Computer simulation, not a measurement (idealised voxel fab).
process module | voxel air gaps
cross-section cut | 150 nm wide | cells 5 nm
A cross-section is a grid of square cells, given in bands from the top down. A band is one or more rows of cells.
Each band's line starts with the height of the band's top and of its bottom, in nm. Then come its materials from left to right, each with its width in nm. One material with "throughout" fills the band from edge to edge. "air" is empty space.
Height 0 is the level under which the wafer as received is all one material. The lowest band goes on downwards, as in "0 down".
A width such as "30 to 40" changes by the same amount from each row of cells to the next, from the band's top row to its bottom row.
"no change" after a step means that no cell of the cross-section changed.
closed voids: empty space of 8 cells or more with no open way to the top, each as width x height at its distance from the left edge, in nm
after a step's settings: what the simulator itself notes on the step
overlay nm, on a step with a mask: how far to the right of its planned place the mask lay; to the left if negative
plan
1 op RECEIVE | material Si
2 op CONFORMAL_DEP | material SiO2 | thk nm 10
3 op CONFORMAL_DEP | material SiN | thk nm 5
4 op DIRECTIONAL_DEP | material SiO2 | thk nm 30
5 op MASKED_ETCH | tone open | mask id LINES | width nm 15 | pitch nm 45 | etch materials SiO2 | depth nm 30 | overlay nm 0
6 op CONFORMAL_DEP | material TiN | thk nm 5
7 op FILL_DEP | material Ru | thk nm 10
8 op CMP | height nm 45
9 op EPI | material Ru | thk nm 10
10 op SELECTIVE_ETCH | etch materials SiO2 | depth nm 40
11 op CONFORMAL_DEP | material SiN | thk nm 5
as received, after step 1
  0 down: Si throughout
  closed voids: none
first wafer at the end, as planned
  60 to 55: air 5 | SiN 135 | air 10
  55 to 45: air 5 | SiN 5 | Ru 35 | SiN 10 | Ru 35 | SiN 10 | Ru 35 | SiN 5 | air 10
  45 to 40: air 5 | SiN 15 | TiN 5 | Ru 5 | TiN 5 | SiN 30 | TiN 5 | Ru 5 | TiN 5 | SiN 30 | TiN 5 | Ru 5 | TiN 5 | SiN 15 | air 10
  40 to 20: air 15 | SiN 5 | TiN 5 | Ru 5 | TiN 5 | SiN 5 | air 20 | SiN 5 | TiN 5 | Ru 5 | TiN 5 | SiN 5 | air 20 | SiN 5 | TiN 5 | Ru 5 | TiN 5 | SiN 5 | air 20
  20 to 15: SiN 20 | TiN 15 | SiN 30 | TiN 15 | SiN 30 | TiN 15 | SiN 25
  15 to 10: SiN throughout
  10 to 0: SiO2 throughout
  0 down: Si throughout
  closed voids: 20 x 20 at 40; 20 x 20 at 85
second wafer at the end: like start, like plan, one mistake
  60 to 55: air 5 | SiN 135 | air 10
  55 to 45: air 5 | SiN 5 | Ru 35 | SiN 10 | Ru 35 | SiN 10 | Ru 35 | SiN 5 | air 10
  45 to 20: air 5 | SiN 5 | Ru 10 | TiN 5 | Ru 5 | TiN 5 | Ru 10 | SiN 10 | Ru 10 | TiN 5 | Ru 5 | TiN 5 | Ru 10 | SiN 10 | Ru 10 | TiN 5 | Ru 5 | TiN 5 | Ru 10 | SiN 5 | air 10
  20 to 15: SiN 10 | Ru 10 | TiN 15 | Ru 10 | SiN 10 | Ru 10 | TiN 15 | Ru 10 | SiN 10 | Ru 10 | TiN 15 | Ru 10 | SiN 15
  15 to 10: SiN throughout
  10 to 0: SiO2 throughout
  0 down: Si throughout
  closed voids: none
what went wrong: steps 9 and 10 were swapped
at the end the second wafer has, in cells: 72 more of Ru | 24 fewer of SiN
closed voids at the end (first wafer, second wafer): 2, 0
